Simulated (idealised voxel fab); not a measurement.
Process module under the name voxel spacer lines
Shown is cross-section cut, with a width of 255 nm and square cells of size 5 nm.
We lay out every cross-section as a grid of square cells and spell it out in bands from the top down, where one band means one or more rows of cells. This entry defines a band. It first specifies the height of the band's top and the height of its bottom in nm, and then specifies the band's materials from left to right, stating each material with its width in nm. The word "full width" identifies a single material that fills the band from edge to edge, while the word "air" identifies empty space. Convention: height 0 is the level below which the wafer, as received, is all one material. The lowest band does not terminate at the bottom but continues downward, represented as "0 nm and below". You'd read "30..40" like this: the band's top row of cells is as wide as the first number, its bottom row is as wide as the second, and going down, every row changes width by the same amount as the row before did. "left unchanged" means the step left every cell of the cross-section as it was. Look at "Enclosed empty spaces" for the closed voids: empty spaces with no open path to the top, sized 8 cells or up. Each is width x height at distance, distance from the left edge, all nm. Whatever follows a step's settings on its line is a remark the simulator itself makes about that step. "overlay nm", when on a step's line for a step with a mask, measures how far to the right of its planned place the mask lay; a negative measure means to the left.
Process steps - plan:
- 1: RECEIVE,material Si
- 2: CONFORMAL_DEP,material Al2O3,thk nm 10
- 3: DIRECTIONAL_DEP,material TiN,thk nm 10
- 4: DIRECTIONAL_DEP,material polySi,thk nm 30
- 5: PATTERN,tone cover,mask id MANDREL,material resist,width nm 20,pitch nm 60,thk nm 35,overlay nm -15
- 6: DIRECTIONAL_ETCH,etch materials polySi,depth nm 30
- 7: STRIP,etch materials resist
- 8: CONFORMAL_DEP,material SiO2,thk nm 10
- 9: DIRECTIONAL_ETCH,etch materials SiO2,depth nm 10
- 10: STRIP,etch materials polySi
- 11: DIRECTIONAL_ETCH,etch materials TiN,depth nm 10
- 12: STRIP,etch materials SiO2
- 13: FILL_DEP,material lowk,thk nm 5
- 14: CMP,height nm 20
Wafer-to-wafer difference: overlay nm, step 5. Common start. Plan = first wafer's value.
As-received state after step 1, first of several wafers, cross-section:
> 0 nm and below: Si full width
> Enclosed empty spaces: none
First of several wafers, sectioned at end of module (last step: step 14):
> 20 nm to 10 nm: lowk (60), then TiN (10), then lowk (20), then TiN (10), then lowk (20), then TiN (10), then lowk (20), then TiN (10), then lowk (95)
> 10 nm to 0 nm: Al2O3 full width
> 0 nm and below: Si full width
> Enclosed empty spaces: none
End of module: cross-section, last of several wafers:
> 20 nm to 10 nm: lowk (90), then TiN (10), then lowk (20), then TiN (10), then lowk (20), then TiN (10), then lowk (20), then TiN (10), then lowk (65)
> 10 nm to 0 nm: Al2O3 full width
> 0 nm and below: Si full width
> Enclosed empty spaces: none
Per wafer (row), end of module: delta in cells per material since receipt, (+) for gained, (-) for lost; closed voids after that:
overlay nm -15; +102 Al2O3; +16 TiN; +86 lowk; Enclosed empty spaces: none
overlay nm -10; +102 Al2O3; +16 TiN; +86 lowk; Enclosed empty spaces: none
overlay nm -5; +102 Al2O3; +16 TiN; +86 lowk; Enclosed empty spaces: none
overlay nm 0; +102 Al2O3; +16 TiN; +86 lowk; Enclosed empty spaces: none
overlay nm 5; +102 Al2O3; +16 TiN; +86 lowk; Enclosed empty spaces: none
overlay nm 10; +102 Al2O3; +16 TiN; +86 lowk; Enclosed empty spaces: none
overlay nm 15; +102 Al2O3; +16 TiN; +86 lowk; Enclosed empty spaces: none
